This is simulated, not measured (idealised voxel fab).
process module | voxel trench capacitor
cross-section cut | 175 nm wide | cells 5 nm
A cross-section is a grid of square cells, given in bands from the top down. A band is one or more rows of cells.
Each band's line starts with the height of the band's top and of its bottom, in nm. Then come its materials from left to right, each with its width in nm. One material with "throughout" fills the band from edge to edge. "air" is empty space.
Height 0 is the level under which the wafer as received is all one material. The lowest band goes on downwards, as in "0 down".
A width such as "30 to 40" changes by the same amount from each row of cells to the next, from the band's top row to its bottom row.
"no change" after a step means that no cell of the cross-section changed.
closed voids: empty space of 8 cells or more with no open way to the top, each as width x height at its distance from the left edge, in nm
after a step's settings: what the simulator itself notes on the step
overlay nm, on a step with a mask: how far to the right of its planned place the mask lay; to the left if negative
plan
1 op RECEIVE | material Si
2 op CONFORMAL_DEP | material SiN | thk nm 10
3 op DIRECTIONAL_DEP | material aC | thk nm 15
4 op PATTERN | tone open | mask id TRENCH | material resist | width nm 25 | pitch nm 40 | thk nm 30 | overlay nm 0
5 op DIRECTIONAL_ETCH | etch materials aC | depth nm 15
6 op STRIP | etch materials resist
7 op DIRECTIONAL_ETCH | etch materials SiN | depth nm 10
8 op DIRECTIONAL_ETCH | etch materials Si | depth nm 35
9 op STRIP | etch materials aC
10 op CONFORMAL_DEP | material Al2O3 | thk nm 5
11 op CONFORMAL_DEP | material TiN | thk nm 5
12 op FILL_DEP | material W | thk nm 10
13 op CMP | height nm 10
as received, after step 1
  0 down: Si throughout
  closed voids: none
a wafer at the end: this start, this plan, one mistake
  30 to 20: W throughout
  20 to 15: TiN 45 | W 5 | TiN 35 | W 5 | TiN 35 | W 5 | TiN 45
  15 to 10: Al2O3 40 | TiN 5 | W 5 | TiN 5 | Al2O3 25 | TiN 5 | W 5 | TiN 5 | Al2O3 25 | TiN 5 | W 5 | TiN 5 | Al2O3 40
  10 to 0: SiN 35 | Al2O3 5 | TiN 5 | W 5 | TiN 5 | Al2O3 5 | SiN 15 | Al2O3 5 | TiN 5 | W 5 | TiN 5 | Al2O3 5 | SiN 15 | Al2O3 5 | TiN 5 | W 5 | TiN 5 | Al2O3 5 | SiN 35
  0 to -25: Si 35 | Al2O3 5 | TiN 5 | W 5 | TiN 5 | Al2O3 5 | Si 15 | Al2O3 5 | TiN 5 | W 5 | TiN 5 | Al2O3 5 | Si 15 | Al2O3 5 | TiN 5 | W 5 | TiN 5 | Al2O3 5 | Si 35
  -25 to -30: Si 35 | Al2O3 5 | TiN 15 | Al2O3 5 | Si 15 | Al2O3 5 | TiN 15 | Al2O3 5 | Si 15 | Al2O3 5 | TiN 15 | Al2O3 5 | Si 35
  -30 to -35: Si 35 | Al2O3 25 | Si 15 | Al2O3 25 | Si 15 | Al2O3 25 | Si 35
  -35 down: Si throughout
  closed voids: none
what went wrong: step 13 was left out
